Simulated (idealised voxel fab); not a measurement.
Name of the process module below: voxel self aligned vias
Displayed cross-section: cut, width of 280 nm, square cells sized 5 nm.
In what follows, cross-sections appear as grids of square cells, described through bands that run from the top down, where every band is one or more rows of cells.
Band: top height; bottom height; in nm. Then, left to right: material with width in nm, for each material. "full width": a single material spanning edge to edge. "blank": empty space.
Convention: height 0 is the level below which the wafer, as received, is all one material. The lowest band does not terminate at the bottom but continues downward, represented as "z 0 and below".
Width: "30->40" (first number = top row, second number = bottom row, same change from row to row of cells).
A step reported as "nothing changed" is a step in which no cell of the cross-section changed.
Voids not open to the top, 8 cells minimum: see "Sealed cavities". Written width x height at distance; distance is from the left edge; nm.
Formally, on a step line, whatever follows the settings is a remark that the simulator itself makes on the step.
Each step line may optionally specify "overlay nm", which for a step with a mask gives the rightward distance between the mask's planned place and where it lay, a negative value indicating the leftward direction.

plan:
- 1: RECEIVE, material Si
- 2: CONFORMAL_DEP, material SiO2, thk nm 5
- 3: CONFORMAL_DEP, material SiCN, thk nm 5
- 4: DIRECTIONAL_DEP, material lowk, thk nm 30
- 5: MASKED_ETCH, tone open, mask id LINES, width nm 30, pitch nm 75, etch materials lowk, depth nm 30, overlay nm 0
- 6: CONFORMAL_DEP, material TiN, thk nm 5
- 7: FILL_DEP, material W, thk nm 10
- 8: CMP, height nm 50
- 9: SELECTIVE_ETCH, etch materials W Ru TiN, depth nm 10
- 10: FILL_DEP, material SiN, thk nm 10
- 11: CMP, height nm 50
- 12: DIRECTIONAL_DEP, material lowk, thk nm 20
- 13: MASKED_ETCH, tone open, mask id VIAS, width nm 50, etch materials lowk, depth nm 20, overlay nm 0
- 14: MASKED_ETCH, tone open, mask id VIAS, width nm 50, etch materials SiN, depth nm 10, overlay nm 0
- 15: CONFORMAL_DEP, material TiN, thk nm 5
- 16: FILL_DEP, material Ru, thk nm 5
- 17: CMP, height nm 70
- 18: CONFORMAL_DEP, material SiN, thk nm 5
Be aware that, although all wafers share a common starting state, the thk nm at step 2 differs among them, and the plan displays the first wafer's value.

Step 1 complete: as-received cross-section of the first of several wafers:
	z 0 and below | Si full width
	Sealed cavities: none

Cross-section of the first of several wafers, taken after step 18, where the module ends:
	z 75 to 70 | SiN full width
	z 70 to 50 | lowk 75, TiN 5, Ru 40, TiN 5, lowk 155
	z 50 to 45 | SiN 75, TiN 5, Ru 40, TiN 5, SiN 155
	z 45 to 40 | SiN 75, TiN 50, SiN 155
	z 40 to 15 | lowk 85, TiN 5, W 20, TiN 5, lowk 45, TiN 5, W 20, TiN 5, lowk 90
	z 15 to 10 | lowk 85, TiN 30, lowk 45, TiN 30, lowk 90
	z 10 to 5 | SiCN full width
	z 5 to 0 | SiO2 full width
	z 0 and below | Si full width
	Sealed cavities: none

The last wafer as seen in cross-section at the end of the module:
	z 75 to 70 | SiN full width
	z 70 to 55 | lowk 75, TiN 5, Ru 40, TiN 5, lowk 155
	z 55 to 50 | lowk 75, TiN 15, Ru 20, TiN 15, lowk 155
	z 50 to 45 | lowk 85, TiN 5, Ru 20, TiN 5, lowk 45, SiN 30, lowk 90
	z 45 to 40 | lowk 85, TiN 30, lowk 45, SiN 30, lowk 90
	z 40 to 35 | lowk 85, TiN 30, lowk 45, TiN 30, lowk 90
	z 35 to 30 | SiCN full width
	z 30 to 0 | SiO2 full width
	z 0 and below | Si full width
	Sealed cavities: none

Quick key for the table: a row per wafer, taken at the end of the module. For each material it tells you how many cells the wafer gained (+) or lost (-) since it came in, and the closed voids come after:
thk nm 5, +40 Ru, +56 SiCN, +148 SiN, +56 SiO2, +52 TiN, +40 W, +448 lowk, Sealed cavities: none
thk nm 10, +36 Ru, +56 SiCN, +108 SiN, +112 SiO2, +48 TiN, +32 W, +448 lowk, Sealed cavities: none
thk nm 15, +32 Ru, +56 SiCN, +68 SiN, +168 SiO2, +44 TiN, +24 W, +448 lowk, Sealed cavities: none
thk nm 20, +32 Ru, +56 SiCN, +68 SiN, +224 SiO2, +40 TiN, +16 W, +404 lowk, Sealed cavities: none
thk nm 25, +32 Ru, +56 SiCN, +68 SiN, +280 SiO2, +36 TiN, +8 W, +360 lowk, Sealed cavities: none
thk nm 30, +32 Ru, +56 SiCN, +68 SiN, +336 SiO2, +32 TiN, +316 lowk, Sealed cavities: none
